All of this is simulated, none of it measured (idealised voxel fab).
This section sets out a process module, namely voxel ribs on slabs.
Cross-section cut spans 165 nm and uses square cells 5 nm in size.
If you're reading a cross-section in this doc, picture square cells in a grid; it comes to you as bands, top ones listed first down to the bottom, and a band can be one or more rows of cells. Quick guide to a band line: top height, bottom height (nm) up front; then every material left to right with its width in nm. Only one material and it's marked "throughout"? Then it fills the band edge to edge. And "empty" just means empty space. For the purposes of this specification, 0 denotes the height below which the wafer in its as-received condition is composed wholly of one material, and the lowermost band, lacking a lower limit, extends downward without end, as expressed in "0 and below". Width "30->40": first value at the band's top row of cells, second value at its bottom row, equal change from row to row. "everything unchanged" -> step changed no cross-section cell. "Completely enclosed voids" specifies each empty space that is not open to the top and that occupies no fewer than 8 cells, using the form width x height at distance, the distance measured from the left edge and all three quantities in nm. On a step's line, text after the settings is the simulator commenting on that step. The line of a step may include "overlay nm". On a step with a mask, this value is how far to the right of its planned place the mask lay. A negative value means the mask lay to the left.
-- Process steps (planned)
1,RECEIVE, material Si
2,DIRECTIONAL_DEP, material SiO2, thk nm 25
3,DIRECTIONAL_DEP, material SiN, thk nm 15
4,DIRECTIONAL_DEP, material aC, thk nm 10
5,PATTERN, tone cover, mask id RIB, material resist, width nm 25, thk nm 25, overlay nm 0
6,DIRECTIONAL_ETCH, etch materials aC, depth nm 10
7,STRIP, etch materials resist
8,DIRECTIONAL_ETCH, etch materials SiN, depth nm 10
9,STRIP, etch materials aC
10,PATTERN, tone cover, mask id SLAB, material resist, width nm 55, thk nm 15, overlay nm 0
11,DIRECTIONAL_ETCH, etch materials SiN, depth nm 5
12,STRIP, etch materials resist
13,FILL_DEP, material SiO2, thk nm 25
14,CMP, height nm 55
15,DIRECTIONAL_DEP, material W, thk nm 10
16,DIRECTIONAL_DEP, material aC, thk nm 10
17,PATTERN, tone cover, mask id HEATER, material resist, width nm 35, thk nm 25, overlay nm 0
18,DIRECTIONAL_ETCH, etch materials aC, depth nm 10
19,STRIP, etch materials resist
20,DIRECTIONAL_ETCH, etch materials W, depth nm 10
21,STRIP, etch materials aC
22,CONFORMAL_DEP, material SiO2, thk nm 5
-- Step 1 complete: cross-section of the wafer as received
  0 and below  Si throughout
  Completely enclosed voids: none
-- Final cross-section, module run with one mistake (start and plan as above)
  70 down to 65  55 nm empty, 55 nm SiO2, 55 nm empty
  65 down to 60  55 nm empty, 5 nm SiO2, 45 nm W, 5 nm SiO2, 55 nm empty
  60 down to 55  60 nm SiO2, 45 nm W, 60 nm SiO2
  55 down to 40  SiO2 throughout
  40 down to 30  70 nm SiO2, 25 nm SiN, 70 nm SiO2
  30 down to 25  55 nm SiO2, 55 nm SiN, 55 nm SiO2
  25 down to 0  SiO2 throughout
  0 and below  Si throughout
  Completely enclosed voids: none
Error vs. plan: step 17 was run on a setting that differed from the plan, and what really ran there is PATTERN, tone cover, mask id HEATER, material resist, width nm 45, thk nm 25, overlay nm 0
